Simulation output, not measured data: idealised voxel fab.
process module | voxel wiring stack
cross-section cut | 205 nm wide | cells 5 nm
A cross-section is a grid of square cells, given in bands from the top down. A band is one or more rows of cells.
Each band's line starts with the height of the band's top and of its bottom, in nm. Then come its materials from left to right, each with its width in nm. One material with "throughout" fills the band from edge to edge. "air" is empty space.
Height 0 is the level under which the wafer as received is all one material. The lowest band goes on downwards, as in "0 down".
A width such as "30 to 40" changes by the same amount from each row of cells to the next, from the band's top row to its bottom row.
"no change" after a step means that no cell of the cross-section changed.
closed voids: empty space of 8 cells or more with no open way to the top, each as width x height at its distance from the left edge, in nm
after a step's settings: what the simulator itself notes on the step
overlay nm, on a step with a mask: how far to the right of its planned place the mask lay; to the left if negative
plan
1 op RECEIVE | material Si
2 op CONFORMAL_DEP | material SiO2 | thk nm 10
3 op DIRECTIONAL_DEP | material TiN | thk nm 5
4 op DIRECTIONAL_DEP | material Ru | thk nm 15
5 op MASKED_ETCH | tone cover | mask id METAL_1 | width nm 25 | pitch nm 45 | etch materials Ru | depth nm 15 | overlay nm 0
6 op MASKED_ETCH | tone cover | mask id METAL_1 | width nm 25 | pitch nm 45 | etch materials TiN | depth nm 5 | overlay nm 0
7 op FILL_DEP | material lowk | thk nm 5
8 op CMP | height nm 30
9 op CONFORMAL_DEP | material SiCN | thk nm 5
10 op DIRECTIONAL_DEP | material lowk | thk nm 35
11 op DIRECTIONAL_DEP | material aC | thk nm 15
12 op PATTERN | tone open | mask id METAL_2_HOLES | material resist | width nm 15 | pitch nm 45 | thk nm 30 | overlay nm 0
13 op DIRECTIONAL_ETCH | etch materials aC | depth nm 15
14 op STRIP | etch materials resist
15 op DIRECTIONAL_ETCH | etch materials lowk | depth nm 35
16 op STRIP | etch materials aC
17 op PATTERN | tone open | mask id METAL_2 | material resist | width nm 25 | pitch nm 45 | thk nm 20 | overlay nm 0
18 op DIRECTIONAL_ETCH | etch materials lowk | depth nm 20
19 op DIRECTIONAL_ETCH | etch materials SiCN | depth nm 5
20 op STRIP | etch materials resist
21 op CONFORMAL_DEP | material TiN | thk nm 5
22 op FILL_DEP | material Cu | thk nm 5
23 op CMP | height nm 70
24 op CONFORMAL_DEP | material SiCN | thk nm 5
25 op DIRECTIONAL_DEP | material lowk | thk nm 20
26 op PATTERN | tone open | mask id PLUG_2 | material resist | width nm 15 | pitch nm 90 | thk nm 15 | overlay nm 0
27 op DIRECTIONAL_ETCH | etch materials lowk | depth nm 20
28 op DIRECTIONAL_ETCH | etch materials SiCN | depth nm 5
29 op STRIP | etch materials resist
30 op CONFORMAL_DEP | material TiN | thk nm 5
31 op FILL_DEP | material W | thk nm 10
32 op CMP | height nm 95
33 op DIRECTIONAL_DEP | material TiN | thk nm 5
34 op DIRECTIONAL_DEP | material W | thk nm 15
35 op MASKED_ETCH | tone cover | mask id METAL_3 | width nm 25 | pitch nm 45 | etch materials W | depth nm 15 | overlay nm 0
36 op MASKED_ETCH | tone cover | mask id METAL_3 | width nm 25 | pitch nm 45 | etch materials TiN | depth nm 5 | overlay nm 0
37 op CONFORMAL_DEP | material SiN | thk nm 5
38 op FILL_DEP | material SiO2 | thk nm 5
39 op CMP | height nm 115
40 op CONFORMAL_DEP | material SiCN | thk nm 5
as received, after step 1
  0 down: Si throughout
  closed voids: none
first wafer at the end, as planned
  120 to 115: SiCN throughout
  115 to 100: SiO2 15 | SiN 5 | W 25 | SiN 5 | SiO2 10 | SiN 5 | W 25 | SiN 5 | SiO2 10 | SiN 5 | W 25 | SiN 5 | SiO2 10 | SiN 5 | W 25 | SiN 5 | SiO2 20
  100 to 95: SiN 20 | TiN 25 | SiN 20 | TiN 25 | SiN 20 | TiN 25 | SiN 20 | TiN 25 | SiN 25
  95 to 75: lowk 20 | TiN 5 | W 5 | TiN 5 | lowk 75 | TiN 5 | W 5 | TiN 5 | lowk 80
  75 to 70: SiCN 20 | TiN 15 | SiCN 75 | TiN 15 | SiCN 80
  70 to 55: lowk 20 | TiN 5 | Cu 15 | TiN 5 | lowk 20 | TiN 5 | Cu 15 | TiN 5 | lowk 20 | TiN 5 | Cu 15 | TiN 5 | lowk 20 | TiN 5 | Cu 15 | TiN 5 | lowk 25
  55 to 50: lowk 20 | TiN 5 | Cu 5 | TiN 15 | lowk 20 | TiN 5 | Cu 5 | TiN 15 | lowk 20 | TiN 5 | Cu 5 | TiN 15 | lowk 20 | TiN 5 | Cu 5 | TiN 15 | lowk 25
  50 to 35: lowk 20 | TiN 5 | Cu 5 | TiN 5 | lowk 30 | TiN 5 | Cu 5 | TiN 5 | lowk 30 | TiN 5 | Cu 5 | TiN 5 | lowk 30 | TiN 5 | Cu 5 | TiN 5 | lowk 35
  35 to 30: SiCN 20 | TiN 15 | SiCN 30 | TiN 15 | SiCN 30 | TiN 15 | SiCN 30 | TiN 15 | SiCN 35
  30 to 15: lowk 20 | Ru 25 | lowk 20 | Ru 25 | lowk 20 | Ru 25 | lowk 20 | Ru 25 | lowk 25
  15 to 10: lowk 20 | TiN 25 | lowk 20 | TiN 25 | lowk 20 | TiN 25 | lowk 20 | TiN 25 | lowk 25
  10 to 0: SiO2 throughout
  0 down: Si throughout
  closed voids: none
second wafer at the end: like start, like plan, one mistake
  120 to 115: SiCN throughout
  115 to 100: SiO2 15 | SiN 5 | W 25 | SiN 5 | SiO2 10 | SiN 5 | W 25 | SiN 5 | SiO2 10 | SiN 5 | W 25 | SiN 5 | SiO2 10 | SiN 5 | W 25 | SiN 5 | SiO2 20
  100 to 95: SiN 20 | TiN 25 | SiN 20 | TiN 25 | SiN 20 | TiN 25 | SiN 20 | TiN 25 | SiN 25
  95 to 75: lowk 20 | TiN 5 | W 5 | TiN 5 | lowk 75 | TiN 5 | W 5 | TiN 5 | lowk 80
  75 to 70: SiCN 20 | TiN 15 | SiCN 75 | TiN 15 | SiCN 80
  70 to 55: Cu 30 | TiN 5 | lowk 10 | TiN 5 | Cu 25 | TiN 5 | lowk 10 | TiN 5 | Cu 25 | TiN 5 | lowk 10 | TiN 5 | Cu 25 | TiN 5 | lowk 10 | TiN 5 | Cu 20
  55 to 50: TiN 25 | Cu 5 | TiN 5 | lowk 10 | TiN 25 | Cu 5 | TiN 5 | lowk 10 | TiN 25 | Cu 5 | TiN 5 | lowk 10 | TiN 25 | Cu 5 | TiN 5 | lowk 10 | TiN 25
  50 to 40: lowk 20 | TiN 5 | Cu 5 | TiN 5 | lowk 30 | TiN 5 | Cu 5 | TiN 5 | lowk 30 | TiN 5 | Cu 5 | TiN 5 | lowk 30 | TiN 5 | Cu 5 | TiN 5 | lowk 35
  40 to 35: lowk 20 | TiN 15 | lowk 30 | TiN 15 | lowk 30 | TiN 15 | lowk 30 | TiN 15 | lowk 35
  35 to 30: SiCN throughout
  30 to 15: lowk 20 | Ru 25 | lowk 20 | Ru 25 | lowk 20 | Ru 25 | lowk 20 | Ru 25 | lowk 25
  15 to 10: lowk 20 | TiN 25 | lowk 20 | TiN 25 | lowk 20 | TiN 25 | lowk 20 | TiN 25 | lowk 25
  10 to 0: SiO2 throughout
  0 down: Si throughout
  closed voids: none
what went wrong: step 17 ran as: op PATTERN | tone cover | mask id METAL_2 | material resist | width nm 25 | pitch nm 45 | thk nm 20 | overlay nm 0
at the end the second wafer has, in cells: 35 more of Cu | 12 more of SiCN | 5 more of TiN | 52 fewer of lowk
